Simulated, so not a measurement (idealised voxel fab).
Herein follows the process module entitled voxel self aligned contacts.
Square cell edge 5 nm, section width 200 nm, ID cut.
In what follows, cross-sections appear as grids of square cells, described through bands that run from the top down, where every band is one or more rows of cells. Band: top and bottom heights (nm) first, top before bottom; then materials from left to right, widths in nm. "throughout" marks a sole material filling the band edge to edge. "blank" denotes empty space. It should be noted that heights are counted from 0, beneath which the wafer as supplied is of one material throughout, and that the lowest band possesses no lower boundary but continues downward, as written in "top 0, no bottom". A two-number width, for instance "30->40", indicates that the width is equal to the first number in the top row of the band and to the second number in the bottom row, and that it changes by a constant amount per row of cells. "no alteration" after a step means that no cell of the cross-section changed. Each empty space that has no open way to the top and spans at least 8 cells appears under "Closed void catalog" as width x height at distance, the distance counted from the left edge, all in nm. Anything after a step's settings on that line? It's the simulator's own note about the step. If you see "overlay nm" on a step's line and that step has a mask, it's telling you how far right of where it was planned the mask ended up; a negative number means it went left instead.

-- Process steps foreseen in the plan
1,RECEIVE: material Si
2,CONFORMAL_DEP: material SiO2, thk nm 5
3,DIRECTIONAL_DEP: material polySi, thk nm 25
4,DIRECTIONAL_DEP: material SiN, thk nm 20
5,DIRECTIONAL_DEP: material aC, thk nm 15
6,PATTERN: tone cover, mask id GATE, material resist, width nm 35, pitch nm 70, thk nm 35, overlay nm 0
7,DIRECTIONAL_ETCH: etch materials aC, depth nm 15
8,STRIP: etch materials resist
9,DIRECTIONAL_ETCH: etch materials SiN, depth nm 20
10,DIRECTIONAL_ETCH: etch materials polySi, depth nm 25
11,STRIP: etch materials aC
12,CONFORMAL_DEP: material SiN, thk nm 5
13,DIRECTIONAL_ETCH: etch materials SiN, depth nm 10
14,FILL_DEP: material SiO2, thk nm 10
15,CMP: height nm 55
16,PATTERN: tone open, mask id CONTACT, material resist, width nm 55, thk nm 15, overlay nm 0
17,DIRECTIONAL_ETCH: etch materials SiO2, depth nm 55
18,STRIP: etch materials resist
19,CONFORMAL_DEP: material TiN, thk nm 5
20,FILL_DEP: material W, thk nm 5
21,CMP: height nm 55
22,CONFORMAL_DEP: material SiN, thk nm 5
The wafers are alike at the start. At step 12, their thk nm differs. The plan lists the first wafer's value.

-- As-received cross-section, first of several wafers, post step 1
- top 0, no bottom = Si throughout
- Closed void catalog: none

-- Wafer cross-section (first of several) - module end, post step 22 (last step)
- top 60, bottom 55 = SiN throughout
- top 55, bottom 45 = SiO2=70  TiN=5->20  W=45->15  TiN=5->20  SiO2=75
- top 45, bottom 30 = SiO2=40  SiN=45  TiN=5  W=15  TiN=5  SiN=45  SiO2=45
- top 30, bottom 5 = SiO2=40  SiN=5  polySi=35  SiN=5  TiN=5  W=15  TiN=5  SiN=5  polySi=35  SiN=5  SiO2=45
- top 5, bottom 0 = SiO2=85  TiN=25  SiO2=90
- top 0, no bottom = Si throughout
- Closed void catalog: none

-- Final wafer cross-section at module end
- top 60, bottom 55 = SiN throughout
- top 55, bottom 30 = SiO2=20  SiN=155  SiO2=25
- top 30, bottom 20 = SiO2=20  SiN=25  polySi=35  SiN=35  polySi=35  SiN=25  SiO2=25
- top 20, bottom 5 = SiN=45  polySi=35  SiN=35  polySi=35  SiN=50
- top 5, bottom 0 = SiO2 throughout
- top 0, no bottom = Si throughout
- Closed void catalog: none

-- Per-wafer rows below. For each material: cells gained (+) or lost (-) since the wafer was received, as of end of module. Then: closed voids
thk nm 5, +114 SiN, +229 SiO2, +31 TiN, +36 W, +70 polySi, Closed void catalog: none
thk nm 10, +168 SiN, +201 SiO2, +31 TiN, +10 W, +70 polySi, Closed void catalog: none
thk nm 15, +244 SiN, +157 SiO2, +9 TiN, +70 polySi, Closed void catalog: none
thk nm 20, +282 SiN, +128 SiO2, +70 polySi, Closed void catalog: none
thk nm 25, +307 SiN, +103 SiO2, +70 polySi, Closed void catalog: none
